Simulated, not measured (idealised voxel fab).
A process module follows: voxel wiring stack.
This is section cut - it's 150 nm across, gridded in 5 nm square cells.
Cross-section, as written here: a square-cell grid given band by band from the top down, where a band holds one or more rows of cells.
Heights first: top, then bottom, in nm. Then materials, left to right, each with a width in nm. "throughout" on a single material: fills the band edge to edge. "empty": empty space.
Heights are measured from 0, the level below which the as-received wafer is all one material; the lowest band has no bottom and continues downward, written as in "top 0, no bottom".
Top row gets the first number, bottom row gets the second, and each row in between changes by the same step: that is how a band width like "30 to 40" works.
Step marked "nothing got changed"? Then no cell in the cross-section changed in it.
This entry, "Trapped void list", enumerates those empty regions of no fewer than 8 cells that possess no open connection to the top. Each region is reported in the form width x height at distance, the distance being taken from the left edge, with all three quantities expressed in nm.
Read whatever lies past the settings on a step's line as the simulator's own remark about the step.
The line of a step may include "overlay nm". On a step with a mask, this value is how far to the right of its planned place the mask lay. A negative value means the mask lay to the left.
The remainder of this document consists of a sequence of paired cross-sections. Each pair presents the cross-section prior to one process step together with the cross-section following it, the latter being rendered only as deep as the lowest band that underwent change. The intervening step, together with its settings, is stated beneath each pair. Because the pairs may originate from different runs of this module on the same starting wafer, a given pair is to be read as continuing from the preceding pair only where its entry headed "Pre-step view" so indicates.
Pre-step view:
  top 0, no bottom: Si throughout
  Trapped void list: none
Post-Step Snapshot:
  top 10, bottom 0: SiO2 throughout
  Everything under 0 stays put, no change at all.
  Trapped void list: none
What was done to get from the upper cross-section to the lower one? CONFORMAL_DEP, material SiO2, thk nm 10
Pre-step view: it's just the after picture from the pair right above this one.
Post-Step Snapshot:
  top 15, bottom 10: TiN throughout
  Everything under 10 stays put, no change at all.
  Trapped void list: none
What was done to get from the upper cross-section to the lower one? DIRECTIONAL_DEP, material TiN, thk nm 5
Pre-step view: it's just the after picture from the pair right above this one.
Post-Step Snapshot:
  top 35, bottom 15: W throughout
  Everything under 15 stays put, no change at all.
  Trapped void list: none
What was done to get from the upper cross-section to the lower one? DIRECTIONAL_DEP, material W, thk nm 20
Pre-step view: it's just the after picture from the pair right above this one.
Post-Step Snapshot:
  top 50, bottom 35: aC throughout
  Everything under 35 stays put, no change at all.
  Trapped void list: none
What was done to get from the upper cross-section to the lower one? DIRECTIONAL_DEP, material aC, thk nm 15
Pre-step view: it's just the after picture from the pair right above this one.
Post-Step Snapshot:
  top 80, bottom 50: 35 of empty  30 of resist  20 of empty  30 of resist  35 of empty
  Everything under 50 stays put, no change at all.
  Trapped void list: none
What was done to get from the upper cross-section to the lower one? PATTERN, tone cover, mask id METAL_1, material resist, width nm 30, pitch nm 50, thk nm 30, overlay nm 0
Pre-step view: it's just the after picture from the pair right above this one.
Post-Step Snapshot:
  top 65, bottom 50: 35 of empty  30 of resist  20 of empty  30 of resist  35 of empty
  top 50, bottom 35: 35 of empty  30 of aC  20 of empty  30 of aC  35 of empty
  Everything under 35 stays put, no change at all.
  Trapped void list: none
What was done to get from the upper cross-section to the lower one? DIRECTIONAL_ETCH, etch materials aC, depth nm 15
Pre-step view: it's just the after picture from the pair right above this one.
Post-Step Snapshot:
  top 50, bottom 35: 35 of empty  30 of aC  20 of empty  30 of aC  35 of empty
  Everything under 35 stays put, no change at all.
  Trapped void list: none
What was done to get from the upper cross-section to the lower one? STRIP, etch materials resist
Pre-step view: it's just the after picture from the pair right above this one.
Post-Step Snapshot:
  top 50, bottom 35: 35 of empty  30 of aC  20 of empty  30 of aC  35 of empty
  top 35, bottom 15: 35 of empty  30 of W  20 of empty  30 of W  35 of empty
  Everything under 15 stays put, no change at all.
  Trapped void list: none
What was done to get from the upper cross-section to the lower one? DIRECTIONAL_ETCH, etch materials W, depth nm 20
Pre-step view: it's just the after picture from the pair right above this one.
Post-Step Snapshot:
  top 50, bottom 35: 35 of empty  30 of aC  20 of empty  30 of aC  35 of empty
  top 35, bottom 15: 35 of empty  30 of W  20 of empty  30 of W  35 of empty
  top 15, bottom 10: 35 of empty  30 of TiN  20 of empty  30 of TiN  35 of empty
  Everything under 10 stays put, no change at all.
  Trapped void list: none
What was done to get from the upper cross-section to the lower one? DIRECTIONAL_ETCH, etch materials TiN, depth nm 5
Pre-step view: it's just the after picture from the pair right above this one.
Post-Step Snapshot:
  top 35, bottom 15: 35 of empty  30 of W  20 of empty  30 of W  35 of empty
  Everything under 15 stays put, no change at all.
  Trapped void list: none
What was done to get from the upper cross-section to the lower one? STRIP, etch materials aC
Pre-step view: it's just the after picture from the pair right above this one.
Post-Step Snapshot:
  top 40, bottom 35: 30 of empty  40 of SiCN  10 of empty  40 of SiCN  30 of empty
  top 35, bottom 15: 30 of empty  5 of SiCN  30 of W  5 of SiCN  10 of empty  5 of SiCN  30 of W  5 of SiCN  30 of empty
  top 15, bottom 10: 35 of SiCN  30 of TiN  20 of SiCN  30 of TiN  35 of SiCN
  Everything under 10 stays put, no change at all.
  Trapped void list: none
What was done to get from the upper cross-section to the lower one? CONFORMAL_DEP, material SiCN, thk nm 5
Pre-step view: it's just the after picture from the pair right above this one.
Post-Step Snapshot:
  top 45, bottom 40: SiO2 throughout
  top 40, bottom 35: 30 of SiO2  40 of SiCN  10 of SiO2  40 of SiCN  30 of SiO2
  top 35, bottom 15: 30 of SiO2  5 of SiCN  30 of W  5 of SiCN  10 of SiO2  5 of SiCN  30 of W  5 of SiCN  30 of SiO2
  Everything under 15 stays put, no change at all.
  Trapped void list: none
What was done to get from the upper cross-section to the lower one? FILL_DEP, material SiO2, thk nm 5
Pre-step view: it's just the after picture from the pair right above this one.
Post-Step Snapshot:
  top 35, bottom 15: 30 of SiO2  5 of SiCN  30 of W  5 of SiCN  10 of SiO2  5 of SiCN  30 of W  5 of SiCN  30 of SiO2
  Everything under 15 stays put, no change at all.
  Trapped void list: none
What was done to get from the upper cross-section to the lower one? CMP, height nm 35
Pre-step view: it's just the after picture from the pair right above this one.
Post-Step Snapshot:
  top 40, bottom 35: SiCN throughout
  Everything under 35 stays put, no change at all.
  Trapped void list: none
What was done to get from the upper cross-section to the lower one? CONFORMAL_DEP, material SiCN, thk nm 5
Pre-step view: it's just the after picture from the pair right above this one.
Post-Step Snapshot:
  top 60, bottom 40: lowk throughout
  Everything under 40 stays put, no change at all.
  Trapped void list: none
What was done to get from the upper cross-section to the lower one? DIRECTIONAL_DEP, material lowk, thk nm 20
Pre-step view: it's just the after picture from the pair right above this one.
Post-Step Snapshot:
  top 60, bottom 40: 35 of lowk  15 of empty  100 of lowk
  Everything under 40 stays put, no change at all.
  Trapped void list: none
What was done to get from the upper cross-section to the lower one? MASKED_ETCH, tone open, mask id PLUG_1, width nm 15, etch materials lowk, depth nm 20, overlay nm 0
Pre-step view: it's just the after picture from the pair right above this one.
Post-Step Snapshot:
  top 60, bottom 40: 35 of lowk  15 of empty  100 of lowk
  top 40, bottom 35: 35 of SiCN  15 of empty  100 of SiCN
  Everything under 35 stays put, no change at all.
  Trapped void list: none
What was done to get from the upper cross-section to the lower one? MASKED_ETCH, tone open, mask id PLUG_1, width nm 15, etch materials SiCN, depth nm 5, overlay nm 0
Pre-step view: it's just the after picture from the pair right above this one.
Post-Step Snapshot:
  top 65, bottom 60: 40 of TiN  5 of empty  105 of TiN
  top 60, bottom 40: 35 of lowk  5 of TiN  5 of empty  5 of TiN  100 of lowk
  top 40, bottom 35: 35 of SiCN  15 of TiN  100 of SiCN
  Everything under 35 stays put, no change at all.
  Trapped void list: none
What was done to get from the upper cross-section to the lower one? CONFORMAL_DEP, material TiN, thk nm 5
Pre-step view: it's just the after picture from the pair right above this one.
Post-Step Snapshot:
  top 70, bottom 65: Cu throughout
  top 65, bottom 60: 40 of TiN  5 of Cu  105 of TiN
  top 60, bottom 40: 35 of lowk  5 of TiN  5 of Cu  5 of TiN  100 of lowk
  Everything under 40 stays put, no change at all.
  Trapped void list: none
What was done to get from the upper cross-section to the lower one? FILL_DEP, material Cu, thk nm 5
Pre-step view: it's just the after picture from the pair right above this one.
Post-Step Snapshot:
  top 60, bottom 40: 35 of lowk  5 of TiN  5 of Cu  5 of TiN  100 of lowk
  Everything under 40 stays put, no change at all.
  Trapped void list: none
What was done to get from the upper cross-section to the lower one? CMP, height nm 60
Pre-step view: it's just the after picture from the pair right above this one.
Post-Step Snapshot:
  top 65, bottom 60: SiCN throughout
  Everything under 60 stays put, no change at all.
  Trapped void list: none
What was done to get from the upper cross-section to the lower one? CONFORMAL_DEP, material SiCN, thk nm 5
Pre-step view: it's just the after picture from the pair right above this one.
Post-Step Snapshot:
  top 85, bottom 65: lowk throughout
  Everything under 65 stays put, no change at all.
  Trapped void list: none
What was done to get from the upper cross-section to the lower one? DIRECTIONAL_DEP, material lowk, thk nm 20
Pre-step view: it's just the after picture from the pair right above this one.
Post-Step Snapshot:
  top 85, bottom 65: 35 of lowk  30 of empty  20 of lowk  30 of empty  35 of lowk
  Everything under 65 stays put, no change at all.
  Trapped void list: none
What was done to get from the upper cross-section to the lower one? MASKED_ETCH, tone open, mask id METAL_2, width nm 30, pitch nm 50, etch materials lowk, depth nm 20, overlay nm 0
Pre-step view: it's just the after picture from the pair right above this one.
Post-Step Snapshot:
  top 85, bottom 65: 35 of lowk  30 of empty  20 of lowk  30 of empty  35 of lowk
  top 65, bottom 60: 35 of SiCN  30 of empty  20 of SiCN  30 of empty  35 of SiCN
  Everything under 60 stays put, no change at all.
  Trapped void list: none
What was done to get from the upper cross-section to the lower one? MASKED_ETCH, tone open, mask id METAL_2, width nm 30, pitch nm 50, etch materials SiCN, depth nm 5, overlay nm 0
Pre-step view: it's just the after picture from the pair right above this one.
Post-Step Snapshot:
  top 90, bottom 85: 40 of TiN  20 of empty  30 of TiN  20 of empty  40 of TiN
  top 85, bottom 65: 35 of lowk  5 of TiN  20 of empty  5 of TiN  20 of lowk  5 of TiN  20 of empty  5 of TiN  35 of lowk
  top 65, bottom 60: 35 of SiCN  30 of TiN  20 of SiCN  30 of TiN  35 of SiCN
  Everything under 60 stays put, no change at all.
  Trapped void list: none
What was done to get from the upper cross-section to the lower one? CONFORMAL_DEP, material TiN, thk nm 5
Pre-step view: it's just the after picture from the pair right above this one.
Post-Step Snapshot:
  top 95, bottom 90: Ru throughout
  top 90, bottom 85: 40 of TiN  20 of Ru  30 of TiN  20 of Ru  40 of TiN
  top 85, bottom 65: 35 of lowk  5 of TiN  20 of Ru  5 of TiN  20 of lowk  5 of TiN  20 of Ru  5 of TiN  35 of lowk
  Everything under 65 stays put, no change at all.
  Trapped void list: none
What was done to get from the upper cross-section to the lower one? FILL_DEP, material Ru, thk nm 5
Pre-step view: it's just the after picture from the pair right above this one.
Post-Step Snapshot:
  top 85, bottom 65: 35 of lowk  5 of TiN  20 of Ru  5 of TiN  20 of lowk  5 of TiN  20 of Ru  5 of TiN  35 of lowk
  Everything under 65 stays put, no change at all.
  Trapped void list: none
What was done to get from the upper cross-section to the lower one? CMP, height nm 85
Pre-step view: it's just the after picture from the pair right above this one.
Post-Step Snapshot:
  top 90, bottom 85: SiCN throughout
  Everything under 85 stays put, no change at all.
  Trapped void list: none
What was done to get from the upper cross-section to the lower one? CONFORMAL_DEP, material SiCN, thk nm 5
Pre-step view: it's just the after picture from the pair right above this one.
Post-Step Snapshot:
  top 100, bottom 90: SiO2 throughout
  Everything under 90 stays put, no change at all.
  Trapped void list: none
What was done to get from the upper cross-section to the lower one? DIRECTIONAL_DEP, material SiO2, thk nm 10
Pre-step view: it's just the after picture from the pair right above this one.
Post-Step Snapshot:
  top 120, bottom 100: 35 of resist  15 of empty  35 of resist  15 of empty  50 of resist
  Everything under 100 stays put, no change at all.
  Trapped void list: none
What was done to get from the upper cross-section to the lower one? PATTERN, tone open, mask id PLUG_2, material resist, width nm 15, pitch nm 50, thk nm 20, overlay nm 0
Pre-step view: it's just the after picture from the pair right above this one.
Post-Step Snapshot:
  top 120, bottom 100: 35 of resist  15 of empty  35 of resist  15 of empty  50 of resist
  top 100, bottom 90: 35 of SiO2  15 of empty  35 of SiO2  15 of empty  50 of SiO2
  Everything under 90 stays put, no change at all.
  Trapped void list: none
What was done to get from the upper cross-section to the lower one? DIRECTIONAL_ETCH, etch materials SiO2, depth nm 10
Pre-step view: it's just the after picture from the pair right above this one.
Post-Step Snapshot:
  top 120, bottom 100: 35 of resist  15 of empty  35 of resist  15 of empty  50 of resist
  top 100, bottom 90: 35 of SiO2  15 of empty  35 of SiO2  15 of empty  50 of SiO2
  top 90, bottom 85: 35 of SiCN  15 of empty  35 of SiCN  15 of empty  50 of SiCN
  Everything under 85 stays put, no change at all.
  Trapped void list: none
What was done to get from the upper cross-section to the lower one? DIRECTIONAL_ETCH, etch materials SiCN, depth nm 5
Pre-step view: it's just the after picture from the pair right above this one.
Post-Step Snapshot:
  top 100, bottom 90: 35 of SiO2  15 of empty  35 of SiO2  15 of empty  50 of SiO2
  Everything under 90 stays put, no change at all.
  Trapped void list: none
What was done to get from the upper cross-section to the lower one? STRIP, etch materials resist
Pre-step view: it's just the after picture from the pair right above this one.
Post-Step Snapshot:
  top 105, bottom 100: 40 of TiN  5 of empty  45 of TiN  5 of empty  55 of TiN
  top 100, bottom 90: 35 of SiO2  5 of TiN  5 of empty  5 of TiN  35 of SiO2  5 of TiN  5 of empty  5 of TiN  50 of SiO2
  top 90, bottom 85: 35 of SiCN  15 of TiN  35 of SiCN  15 of TiN  50 of SiCN
  Everything under 85 stays put, no change at all.
  Trapped void list: none
What was done to get from the upper cross-section to the lower one? CONFORMAL_DEP, material TiN, thk nm 5
Pre-step view: it's just the after picture from the pair right above this one.
Post-Step Snapshot:
  top 115, bottom 105: Ru throughout
  top 105, bottom 100: 40 of TiN  5 of Ru  45 of TiN  5 of Ru  55 of TiN
  top 100, bottom 90: 35 of SiO2  5 of TiN  5 of Ru  5 of TiN  35 of SiO2  5 of TiN  5 of Ru  5 of TiN  50 of SiO2
  Everything under 90 stays put, no change at all.
  Trapped void list: none
What was done to get from the upper cross-section to the lower one? FILL_DEP, material Ru, thk nm 10
Pre-step view: it's just the after picture from the pair right above this one.
Post-Step Snapshot:
  top 100, bottom 90: 35 of SiO2  5 of TiN  5 of Ru  5 of TiN  35 of SiO2  5 of TiN  5 of Ru  5 of TiN  50 of SiO2
  Everything under 90 stays put, no change at all.
  Trapped void list: none
What was done to get from the upper cross-section to the lower one? CMP, height nm 100
Pre-step view: it's just the after picture from the pair right above this one.
Post-Step Snapshot:
  top 105, bottom 100: SiN throughout
  Everything under 100 stays put, no change at all.
  Trapped void list: none
What was done to get from the upper cross-section to the lower one? CONFORMAL_DEP, material SiN, thk nm 5
Pre-step view: it's just the after picture from the pair right above this one.
Post-Step Snapshot:
  top 130, bottom 105: SiO2 throughout
  Everything under 105 stays put, no change at all.
  Trapped void list: none
What was done to get from the upper cross-section to the lower one? DIRECTIONAL_DEP, material SiO2, thk nm 25
Pre-step view: it's just the after picture from the pair right above this one.
Post-Step Snapshot:
  top 150, bottom 130: 35 of resist  30 of empty  20 of resist  30 of empty  35 of resist
  Everything under 130 stays put, no change at all.
  Trapped void list: none
What was done to get from the upper cross-section to the lower one? PATTERN, tone open, mask id METAL_3, material resist, width nm 30, pitch nm 50, thk nm 20, overlay nm 0
Pre-step view: it's just the after picture from the pair right above this one.
Post-Step Snapshot:
  top 150, bottom 130: 35 of resist  30 of empty  20 of resist  30 of empty  35 of resist
  top 130, bottom 105: 35 of SiO2  30 of empty  20 of SiO2  30 of empty  35 of SiO2
  Everything under 105 stays put, no change at all.
  Trapped void list: none
What was done to get from the upper cross-section to the lower one? DIRECTIONAL_ETCH, etch materials SiO2, depth nm 25
Pre-step view: it's just the after picture from the pair right above this one.
Post-Step Snapshot:
  top 150, bottom 130: 35 of resist  30 of empty  20 of resist  30 of empty  35 of resist
  top 130, bottom 105: 35 of SiO2  30 of empty  20 of SiO2  30 of empty  35 of SiO2
  top 105, bottom 100: 35 of SiN  30 of empty  20 of SiN  30 of empty  35 of SiN
  Everything under 100 stays put, no change at all.
  Trapped void list: none
What was done to get from the upper cross-section to the lower one? DIRECTIONAL_ETCH, etch materials SiN, depth nm 5
Pre-step view: it's just the after picture from the pair right above this one.
Post-Step Snapshot:
  top 130, bottom 105: 35 of SiO2  30 of empty  20 of SiO2  30 of empty  35 of SiO2
  Everything under 105 stays put, no change at all.
  Trapped void list: none
What was done to get from the upper cross-section to the lower one? STRIP, etch materials resist
Pre-step view: it's just the after picture from the pair right above this one.
Post-Step Snapshot:
  top 135, bottom 130: 40 of TiN  20 of empty  30 of TiN  20 of empty  40 of TiN
  top 130, bottom 105: 35 of SiO2  5 of TiN  20 of empty  5 of TiN  20 of SiO2  5 of TiN  20 of empty  5 of TiN  35 of SiO2
  top 105, bottom 100: 35 of SiN  30 of TiN  20 of SiN  30 of TiN  35 of SiN
  Everything under 100 stays put, no change at all.
  Trapped void list: none
What was done to get from the upper cross-section to the lower one? CONFORMAL_DEP, material TiN, thk nm 5
Pre-step view: it's just the after picture from the pair right above this one.
Post-Step Snapshot:
  top 140, bottom 135: Cu throughout
  top 135, bottom 130: 40 of TiN  20 of Cu  30 of TiN  20 of Cu  40 of TiN
  top 130, bottom 105: 35 of SiO2  5 of TiN  20 of Cu  5 of TiN  20 of SiO2  5 of TiN  20 of Cu  5 of TiN  35 of SiO2
  Everything under 105 stays put, no change at all.
  Trapped void list: none
What was done to get from the upper cross-section to the lower one? FILL_DEP, material Cu, thk nm 5
Pre-step view: it's just the after picture from the pair right above this one.
Post-Step Snapshot:
  top 130, bottom 105: 35 of SiO2  5 of TiN  20 of Cu  5 of TiN  20 of SiO2  5 of TiN  20 of Cu  5 of TiN  35 of SiO2
  Everything under 105 stays put, no change at all.
  Trapped void list: none
What was done to get from the upper cross-section to the lower one? CMP, height nm 130
Pre-step view: it's just the after picture from the pair right above this one.
Post-Step Snapshot:
  top 135, bottom 130: SiCN throughout
  Everything under 130 stays put, no change at all.
  Trapped void list: none
What was done to get from the upper cross-section to the lower one? CONFORMAL_DEP, material SiCN, thk nm 5
Pre-step view:
  top 115, bottom 105: Ru throughout
  top 105, bottom 100: 40 of TiN  5 of Ru  45 of TiN  5 of Ru  55 of TiN
  top 100, bottom 90: 35 of SiO2  5 of TiN  5 of Ru  5 of TiN  35 of SiO2  5 of TiN  5 of Ru  5 of TiN  50 of SiO2
  top 90, bottom 85: 35 of SiCN  15 of TiN  35 of SiCN  15 of TiN  50 of SiCN
  top 85, bottom 65: 35 of lowk  5 of TiN  20 of Ru  5 of TiN  20 of lowk  5 of TiN  20 of Ru  5 of TiN  35 of lowk
  top 65, bottom 60: 35 of SiCN  30 of TiN  20 of SiCN  30 of TiN  35 of SiCN
  top 60, bottom 40: 35 of lowk  5 of TiN  5 of Cu  5 of TiN  100 of lowk
  top 40, bottom 35: 35 of SiCN  15 of TiN  100 of SiCN
  top 35, bottom 15: 30 of SiO2  5 of SiCN  30 of W  5 of SiCN  10 of SiO2  5 of SiCN  30 of W  5 of SiCN  30 of SiO2
  top 15, bottom 10: 35 of SiCN  30 of TiN  20 of SiCN  30 of TiN  35 of SiCN
  top 10, bottom 0: SiO2 throughout
  top 0, no bottom: Si throughout
  Trapped void list: none
Post-Step Snapshot:
  top 120, bottom 115: SiN throughout
  Everything under 115 stays put, no change at all.
  Trapped void list: none
What was done to get from the upper cross-section to the lower one? CONFORMAL_DEP, material SiN, thk nm 5
Pre-step view: it's just the after picture from the pair right above this one.
Post-Step Snapshot:
  top 145, bottom 120: SiO2 throughout
  Everything under 120 stays put, no change at all.
  Trapped void list: none
What was done to get from the upper cross-section to the lower one? DIRECTIONAL_DEP, material SiO2, thk nm 25
Pre-step view: it's just the after picture from the pair right above this one.
Post-Step Snapshot:
  top 165, bottom 145: 35 of resist  30 of empty  20 of resist  30 of empty  35 of resist
  Everything under 145 stays put, no change at all.
  Trapped void list: none
What was done to get from the upper cross-section to the lower one? PATTERN, tone open, mask id METAL_3, material resist, width nm 30, pitch nm 50, thk nm 20, overlay nm 0
Pre-step view: it's just the after picture from the pair right above this one.
Post-Step Snapshot:
  top 165, bottom 145: 35 of resist  30 of empty  20 of resist  30 of empty  35 of resist
  top 145, bottom 120: 35 of SiO2  30 of empty  20 of SiO2  30 of empty  35 of SiO2
  Everything under 120 stays put, no change at all.
  Trapped void list: none
What was done to get from the upper cross-section to the lower one? DIRECTIONAL_ETCH, etch materials SiO2, depth nm 25
Pre-step view: it's just the after picture from the pair right above this one.
Post-Step Snapshot:
  top 165, bottom 145: 35 of resist  30 of empty  20 of resist  30 of empty  35 of resist
  top 145, bottom 120: 35 of SiO2  30 of empty  20 of SiO2  30 of empty  35 of SiO2
  top 120, bottom 115: 35 of SiN  30 of empty  20 of SiN  30 of empty  35 of SiN
  Everything under 115 stays put, no change at all.
  Trapped void list: none
What was done to get from the upper cross-section to the lower one? DIRECTIONAL_ETCH, etch materials SiN, depth nm 5
Pre-step view: it's just the after picture from the pair right above this one.
Post-Step Snapshot:
  top 145, bottom 120: 35 of SiO2  30 of empty  20 of SiO2  30 of empty  35 of SiO2
  Everything under 120 stays put, no change at all.
  Trapped void list: none
What was done to get from the upper cross-section to the lower one? STRIP, etch materials resist
Pre-step view: it's just the after picture from the pair right above this one.
Post-Step Snapshot:
  top 150, bottom 145: 40 of TiN  20 of empty  30 of TiN  20 of empty  40 of TiN
  top 145, bottom 120: 35 of SiO2  5 of TiN  20 of empty  5 of TiN  20 of SiO2  5 of TiN  20 of empty  5 of TiN  35 of SiO2
  top 120, bottom 115: 35 of SiN  30 of TiN  20 of SiN  30 of TiN  35 of SiN
  Everything under 115 stays put, no change at all.
  Trapped void list: none
What was done to get from the upper cross-section to the lower one? CONFORMAL_DEP, material TiN, thk nm 5
Pre-step view: it's just the after picture from the pair right above this one.
Post-Step Snapshot:
  top 155, bottom 150: Cu throughout
  top 150, bottom 145: 40 of TiN  20 of Cu  30 of TiN  20 of Cu  40 of TiN
  top 145, bottom 120: 35 of SiO2  5 of TiN  20 of Cu  5 of TiN  20 of SiO2  5 of TiN  20 of Cu  5 of TiN  35 of SiO2
  Everything under 120 stays put, no change at all.
  Trapped void list: none
What was done to get from the upper cross-section to the lower one? FILL_DEP, material Cu, thk nm 5
Pre-step view: it's just the after picture from the pair right above this one.
Post-Step Snapshot:
  top 130, bottom 120: 35 of SiO2  5 of TiN  20 of Cu  5 of TiN  20 of SiO2  5 of TiN  20 of Cu  5 of TiN  35 of SiO2
  Everything under 120 stays put, no change at all.
  Trapped void list: none
What was done to get from the upper cross-section to the lower one? CMP, height nm 130
Pre-step view: it's just the after picture from the pair right above this one.
Post-Step Snapshot:
  top 135, bottom 130: SiCN throughout
  Everything under 130 stays put, no change at all.
  Trapped void list: none
What was done to get from the upper cross-section to the lower one? CONFORMAL_DEP, material SiCN, thk nm 5
Pre-step view:
  top 115, bottom 105: Ru throughout
  top 105, bottom 100: 40 of TiN  5 of Ru  45 of TiN  5 of Ru  55 of TiN
  top 100, bottom 90: 35 of SiO2  5 of TiN  5 of Ru  5 of TiN  35 of SiO2  5 of TiN  5 of Ru  5 of TiN  50 of SiO2
  top 90, bottom 85: 35 of SiCN  15 of TiN  35 of SiCN  15 of TiN  50 of SiCN
  top 85, bottom 65: 35 of lowk  5 of TiN  20 of Ru  5 of TiN  20 of lowk  5 of TiN  20 of Ru  5 of TiN  35 of lowk
  top 65, bottom 60: 35 of SiCN  30 of TiN  20 of SiCN  30 of TiN  35 of SiCN
  top 60, bottom 40: 35 of lowk  5 of TiN  5 of Cu  5 of TiN  100 of lowk
  top 40, bottom 35: 35 of SiCN  15 of TiN  100 of SiCN
  top 35, bottom 15: 30 of SiO2  5 of SiCN  30 of W  5 of SiCN  10 of SiO2  5 of SiCN  30 of W  5 of SiCN  30 of SiO2
  top 15, bottom 10: 35 of SiCN  30 of TiN  20 of SiCN  30 of TiN  35 of SiCN
  top 10, bottom 0: SiO2 throughout
  top 0, no bottom: Si throughout
  Trapped void list: none
Post-Step Snapshot:
  top 125, bottom 105: Ru throughout
  Everything under 105 stays put, no change at all.
  Trapped void list: none
What was done to get from the upper cross-section to the lower one? FILL_DEP, material Ru, thk nm 10
Pre-step view: it's just the after picture from the pair right above this one.
Post-Step Snapshot:
  top 100, bottom 90: 35 of SiO2  5 of TiN  5 of Ru  5 of TiN  35 of SiO2  5 of TiN  5 of Ru  5 of TiN  50 of SiO2
  Everything under 90 stays put, no change at all.
  Trapped void list: none
What was done to get from the upper cross-section to the lower one? CMP, height nm 100
Pre-step view:
  top 60, bottom 40: 35 of lowk  5 of TiN  5 of Cu  5 of TiN  100 of lowk
  top 40, bottom 35: 35 of SiCN  15 of TiN  100 of SiCN
  top 35, bottom 15: 30 of SiO2  5 of SiCN  30 of W  5 of SiCN  10 of SiO2  5 of SiCN  30 of W  5 of SiCN  30 of SiO2
  top 15, bottom 10: 35 of SiCN  30 of TiN  20 of SiCN  30 of TiN  35 of SiCN
  top 10, bottom 0: SiO2 throughout
  top 0, no bottom: Si throughout
  Trapped void list: none
Post-Step Snapshot:
  top 80, bottom 60: lowk throughout
  Everything under 60 stays put, no change at all.
  Trapped void list: none
What was done to get from the upper cross-section to the lower one? DIRECTIONAL_DEP, material lowk, thk nm 20
Pre-step view: it's just the after picture from the pair right above this one.
Post-Step Snapshot:
  top 85, bottom 80: SiCN throughout
  Everything under 80 stays put, no change at all.
  Trapped void list: none
What was done to get from the upper cross-section to the lower one? CONFORMAL_DEP, material SiCN, thk nm 5
Pre-step view: it's just the after picture from the pair right above this one.
Post-Step Snapshot:
  top 85, bottom 80: 35 of SiCN  30 of empty  20 of SiCN  30 of empty  35 of SiCN
  Everything under 80 stays put, no change at all.
  Trapped void list: none
What was done to get from the upper cross-section to the lower one? MASKED_ETCH, tone open, mask id METAL_2, width nm 30, pitch nm 50, etch materials SiCN, depth nm 5, overlay nm 0
Pre-step view: it's just the after picture from the pair right above this one.
Post-Step Snapshot:
  top 90, bottom 85: 40 of TiN  20 of empty  30 of TiN  20 of empty  40 of TiN
  top 85, bottom 80: 35 of SiCN  30 of TiN  20 of SiCN  30 of TiN  35 of SiCN
  Everything under 80 stays put, no change at all.
  Trapped void list: none
What was done to get from the upper cross-section to the lower one? CONFORMAL_DEP, material TiN, thk nm 5
Pre-step view: it's just the after picture from the pair right above this one.
Post-Step Snapshot:
  top 95, bottom 90: Ru throughout
  top 90, bottom 85: 40 of TiN  20 of Ru  30 of TiN  20 of Ru  40 of TiN
  Everything under 85 stays put, no change at all.
  Trapped void list: none
What was done to get from the upper cross-section to the lower one? FILL_DEP, material Ru, thk nm 5
Pre-step view: it's just the after picture from the pair right above this one.
Post-Step Snapshot:
  top 85, bottom 80: 35 of SiCN  30 of TiN  20 of SiCN  30 of TiN  35 of SiCN
  Everything under 80 stays put, no change at all.
  Trapped void list: none
What was done to get from the upper cross-section to the lower one? CMP, height nm 85
Pre-step view: it's just the after picture from the pair right above this one.
Post-Step Snapshot:
  top 90, bottom 85: SiCN throughout
  Everything under 85 stays put, no change at all.
  Trapped void list: none
What was done to get from the upper cross-section to the lower one? CONFORMAL_DEP, material SiCN, thk nm 5
Pre-step view: it's just the after picture from the pair right above this one.
Post-Step Snapshot:
  top 100, bottom 90: SiO2 throughout
  Everything under 90 stays put, no change at all.
  Trapped void list: none
What was done to get from the upper cross-section to the lower one? DIRECTIONAL_DEP, material SiO2, thk nm 10
Pre-step view: it's just the after picture from the pair right above this one.
Post-Step Snapshot:
  top 120, bottom 100: 35 of resist  15 of empty  35 of resist  15 of empty  50 of resist
  Everything under 100 stays put, no change at all.
  Trapped void list: none
What was done to get from the upper cross-section to the lower one? PATTERN, tone open, mask id PLUG_2, material resist, width nm 15, pitch nm 50, thk nm 20, overlay nm 0
Pre-step view: it's just the after picture from the pair right above this one.
Post-Step Snapshot:
  top 120, bottom 100: 35 of resist  15 of empty  35 of resist  15 of empty  50 of resist
  top 100, bottom 90: 35 of SiO2  15 of empty  35 of SiO2  15 of empty  50 of SiO2
  Everything under 90 stays put, no change at all.
  Trapped void list: none
What was done to get from the upper cross-section to the lower one? DIRECTIONAL_ETCH, etch materials SiO2, depth nm 10
Pre-step view: it's just the after picture from the pair right above this one.
Post-Step Snapshot:
  top 120, bottom 100: 35 of resist  15 of empty  35 of resist  15 of empty  50 of resist
  top 100, bottom 90: 35 of SiO2  15 of empty  35 of SiO2  15 of empty  50 of SiO2
  top 90, bottom 85: 35 of SiCN  15 of empty  35 of SiCN  15 of empty  50 of SiCN
  Everything under 85 stays put, no change at all.
  Trapped void list: none
What was done to get from the upper cross-section to the lower one? DIRECTIONAL_ETCH, etch materials SiCN, depth nm 5
Pre-step view: it's just the after picture from the pair right above this one.
Post-Step Snapshot:
  top 100, bottom 90: 35 of SiO2  15 of empty  35 of SiO2  15 of empty  50 of SiO2
  Everything under 90 stays put, no change at all.
  Trapped void list: none
What was done to get from the upper cross-section to the lower one? STRIP, etch materials resist
Pre-step view: it's just the after picture from the pair right above this one.
Post-Step Snapshot:
  top 105, bottom 100: 40 of TiN  5 of empty  45 of TiN  5 of empty  55 of TiN
  top 100, bottom 90: 35 of SiO2  5 of TiN  5 of empty  5 of TiN  35 of SiO2  5 of TiN  5 of empty  5 of TiN  50 of SiO2
  top 90, bottom 80: 35 of SiCN  15 to 30 of TiN  35 to 20 of SiCN  15 to 30 of TiN  50 to 35 of SiCN
  Everything under 80 stays put, no change at all.
  Trapped void list: none
What was done to get from the upper cross-section to the lower one? CONFORMAL_DEP, material TiN, thk nm 5
Pre-step view: it's just the after picture from the pair right above this one.
Post-Step Snapshot:
  top 115, bottom 105: Ru throughout
  top 105, bottom 100: 40 of TiN  5 of Ru  45 of TiN  5 of Ru  55 of TiN
  top 100, bottom 90: 35 of SiO2  5 of TiN  5 of Ru  5 of TiN  35 of SiO2  5 of TiN  5 of Ru  5 of TiN  50 of SiO2
  Everything under 90 stays put, no change at all.
  Trapped void list: none
What was done to get from the upper cross-section to the lower one? FILL_DEP, material Ru, thk nm 10
Pre-step view: it's just the after picture from the pair right above this one.
Post-Step Snapshot:
  top 100, bottom 90: 35 of SiO2  5 of TiN  5 of Ru  5 of TiN  35 of SiO2  5 of TiN  5 of Ru  5 of TiN  50 of SiO2
  Everything under 90 stays put, no change at all.
  Trapped void list: none
What was done to get from the upper cross-section to the lower one? CMP, height nm 100
